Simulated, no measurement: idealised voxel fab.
process module | voxel wiring stack
cross-section cut | 290 nm wide | cells 5 nm
A cross-section is a grid of square cells, given in bands from the top down. A band is one or more rows of cells.
Each band's line starts with the height of the band's top and of its bottom, in nm. Then come its materials from left to right, each with its width in nm. One material with "throughout" fills the band from edge to edge. "air" is empty space.
Height 0 is the level under which the wafer as received is all one material. The lowest band goes on downwards, as in "0 down".
A width such as "30 to 40" changes by the same amount from each row of cells to the next, from the band's top row to its bottom row.
"no change" after a step means that no cell of the cross-section changed.
closed voids: empty space of 8 cells or more with no open way to the top, each as width x height at its distance from the left edge, in nm
after a step's settings: what the simulator itself notes on the step
overlay nm, on a step with a mask: how far to the right of its planned place the mask lay; to the left if negative
plan
1 op RECEIVE | material Si
2 op CONFORMAL_DEP | material SiO2 | thk nm 15
3 op DIRECTIONAL_DEP | material TiN | thk nm 5
4 op DIRECTIONAL_DEP | material W | thk nm 20
5 op DIRECTIONAL_DEP | material aC | thk nm 10
6 op PATTERN | tone cover | mask id METAL_1 | material resist | width nm 25 | pitch nm 45 | thk nm 30 | overlay nm 0
7 op DIRECTIONAL_ETCH | etch materials aC | depth nm 10
8 op STRIP | etch materials resist
9 op DIRECTIONAL_ETCH | etch materials W | depth nm 20
10 op DIRECTIONAL_ETCH | etch materials TiN | depth nm 5
11 op STRIP | etch materials aC
12 op CONFORMAL_DEP | material SiN | thk nm 5
13 op FILL_DEP | material lowk | thk nm 10
14 op CMP | height nm 40
15 op CONFORMAL_DEP | material SiCN | thk nm 5
16 op DIRECTIONAL_DEP | material SiO2 | thk nm 20
17 op DIRECTIONAL_DEP | material aC | thk nm 10
18 op PATTERN | tone open | mask id PLUG_1 | material resist | width nm 15 | pitch nm 45 | thk nm 25 | overlay nm 0
19 op DIRECTIONAL_ETCH | etch materials aC | depth nm 10
20 op STRIP | etch materials resist
21 op DIRECTIONAL_ETCH | etch materials SiO2 | depth nm 20
22 op DIRECTIONAL_ETCH | etch materials SiCN | depth nm 5
23 op STRIP | etch materials aC
24 op CONFORMAL_DEP | material TiN | thk nm 5
25 op FILL_DEP | material Cu | thk nm 5
26 op CMP | height nm 55
27 op DIRECTIONAL_DEP | material TiN | thk nm 5
28 op DIRECTIONAL_DEP | material W | thk nm 15
29 op DIRECTIONAL_DEP | material aC | thk nm 10
30 op PATTERN | tone cover | mask id METAL_2 | material resist | width nm 25 | pitch nm 45 | thk nm 30 | overlay nm 0
31 op DIRECTIONAL_ETCH | etch materials aC | depth nm 10
32 op STRIP | etch materials resist
33 op DIRECTIONAL_ETCH | etch materials W | depth nm 15
34 op DIRECTIONAL_ETCH | etch materials TiN | depth nm 5
35 op STRIP | etch materials aC
36 op CONFORMAL_DEP | material SiCN | thk nm 5
37 op FILL_DEP | material SiO2 | thk nm 10
38 op CMP | height nm 85
39 op CONFORMAL_DEP | material SiCN | thk nm 5
40 op DIRECTIONAL_DEP | material lowk | thk nm 10
41 op MASKED_ETCH | tone open | mask id PLUG_2 | width nm 15 | pitch nm 45 | etch materials lowk | depth nm 10 | overlay nm 0
42 op MASKED_ETCH | tone open | mask id PLUG_2 | width nm 15 | pitch nm 45 | etch materials SiCN | depth nm 5 | overlay nm 0
43 op CONFORMAL_DEP | material TiN | thk nm 5
44 op FILL_DEP | material W | thk nm 10
45 op CMP | height nm 100
46 op CONFORMAL_DEP | material SiN | thk nm 5
47 op DIRECTIONAL_DEP | material SiO2 | thk nm 20
48 op PATTERN | tone open | mask id METAL_3 | material resist | width nm 25 | pitch nm 45 | thk nm 20 | overlay nm 0
49 op DIRECTIONAL_ETCH | etch materials SiO2 | depth nm 20
50 op DIRECTIONAL_ETCH | etch materials SiN | depth nm 5
51 op STRIP | etch materials resist
52 op CONFORMAL_DEP | material TiN | thk nm 5
53 op FILL_DEP | material Ru | thk nm 10
54 op CMP | height nm 125
55 op CONFORMAL_DEP | material SiN | thk nm 5
varied across the wafers: height nm of step 26. The plan shows the first wafer's value. All wafers start alike
first wafer as received, after step 1
  0 down: Si throughout
  closed voids: none
first wafer at the end, after step 55
  130 to 125: SiN throughout
  125 to 105: SiO2 85 | TiN 5 | Ru 15 | TiN 5 | SiO2 20 | TiN 5 | Ru 15 | TiN 5 | SiO2 20 | TiN 5 | Ru 15 | TiN 5 | SiO2 90
  105 to 100: SiN 85 | TiN 25 | SiN 20 | TiN 25 | SiN 20 | TiN 25 | SiN 90
  100 to 90: lowk 85 | TiN 5 | W 5 | TiN 5 | lowk 30 | TiN 5 | W 5 | TiN 5 | lowk 30 | TiN 5 | W 5 | TiN 5 | lowk 100
  90 to 85: SiCN 85 | TiN 15 | SiCN 30 | TiN 15 | SiCN 30 | TiN 15 | SiCN 100
  85 to 80: SiO2 throughout
  80 to 75: SiO2 80 | SiCN 35 | SiO2 10 | SiCN 35 | SiO2 10 | SiCN 35 | SiO2 85
  75 to 60: SiO2 80 | SiCN 5 | W 25 | SiCN 5 | SiO2 10 | SiCN 5 | W 25 | SiCN 5 | SiO2 10 | SiCN 5 | W 25 | SiCN 5 | SiO2 85
  60 to 55: SiCN 85 | TiN 25 | SiCN 20 | TiN 25 | SiCN 20 | TiN 25 | SiCN 90
  55 to 45: SiO2 85 | TiN 5 | Cu 5 | TiN 5 | SiO2 30 | TiN 5 | Cu 5 | TiN 5 | SiO2 30 | TiN 5 | Cu 5 | TiN 5 | SiO2 100
  45 to 40: SiCN 85 | TiN 15 | SiCN 30 | TiN 15 | SiCN 30 | TiN 15 | SiCN 100
  40 to 20: lowk 80 | SiN 5 | W 25 | SiN 5 | lowk 10 | SiN 5 | W 25 | SiN 5 | lowk 10 | SiN 5 | W 25 | SiN 5 | lowk 85
  20 to 15: SiN 85 | TiN 25 | SiN 20 | TiN 25 | SiN 20 | TiN 25 | SiN 90
  15 to 0: SiO2 throughout
  0 down: Si throughout
  closed voids: none
last wafer at the end
  130 to 125: SiN throughout
  125 to 105: SiO2 85 | TiN 5 | Ru 15 | TiN 5 | SiO2 20 | TiN 5 | Ru 15 | TiN 5 | SiO2 20 | TiN 5 | Ru 15 | TiN 5 | SiO2 90
  105 to 100: SiN 85 | TiN 25 | SiN 20 | TiN 25 | SiN 20 | TiN 25 | SiN 90
  100 to 90: lowk 85 | TiN 5 | W 5 | TiN 5 | lowk 30 | TiN 5 | W 5 | TiN 5 | lowk 30 | TiN 5 | W 5 | TiN 5 | lowk 100
  90 to 85: SiCN 85 | TiN 15 | SiCN 30 | TiN 15 | SiCN 30 | TiN 15 | SiCN 100
  85 to 80: SiO2 80 | SiCN 5 | W 25 | SiCN 5 | SiO2 10 | SiCN 5 | W 25 | SiCN 5 | SiO2 10 | SiCN 5 | W 25 | SiCN 5 | SiO2 85
  80 to 75: SiCN 85 | TiN 25 | SiCN 20 | TiN 25 | SiCN 20 | TiN 25 | SiCN 90
  75 to 70: Cu throughout
  70 to 65: TiN 90 | Cu 5 | TiN 40 | Cu 5 | TiN 40 | Cu 5 | TiN 105
  65 to 45: SiO2 85 | TiN 5 | Cu 5 | TiN 5 | SiO2 30 | TiN 5 | Cu 5 | TiN 5 | SiO2 30 | TiN 5 | Cu 5 | TiN 5 | SiO2 100
  45 to 40: SiCN 85 | TiN 15 | SiCN 30 | TiN 15 | SiCN 30 | TiN 15 | SiCN 100
  40 to 20: lowk 80 | SiN 5 | W 25 | SiN 5 | lowk 10 | SiN 5 | W 25 | SiN 5 | lowk 10 | SiN 5 | W 25 | SiN 5 | lowk 85
  20 to 15: SiN 85 | TiN 25 | SiN 20 | TiN 25 | SiN 20 | TiN 25 | SiN 90
  15 to 0: SiO2 throughout
  0 down: Si throughout
  closed voids: none
each wafer at the end: cells of each material gained (+) or lost (-) since it was received, then its closed voids
height nm 55 | +6 Cu | +36 Ru | +180 SiCN | +168 SiN | +650 SiO2 | +111 TiN | +111 W | +246 lowk | closed voids: none
height nm 60 | +9 Cu | +36 Ru | +180 SiCN | +168 SiN | +641 SiO2 | +117 TiN | +111 W | +246 lowk | closed voids: none
height nm 65 | +12 Cu | +36 Ru | +159 SiCN | +168 SiN | +653 SiO2 | +123 TiN | +111 W | +246 lowk | closed voids: none
height nm 70 | +15 Cu | +36 Ru | +153 SiCN | +168 SiN | +616 SiO2 | +178 TiN | +96 W | +246 lowk | closed voids: none
height nm 75 | +73 Cu | +36 Ru | +147 SiCN | +168 SiN | +579 SiO2 | +178 TiN | +81 W | +246 lowk | closed voids: none
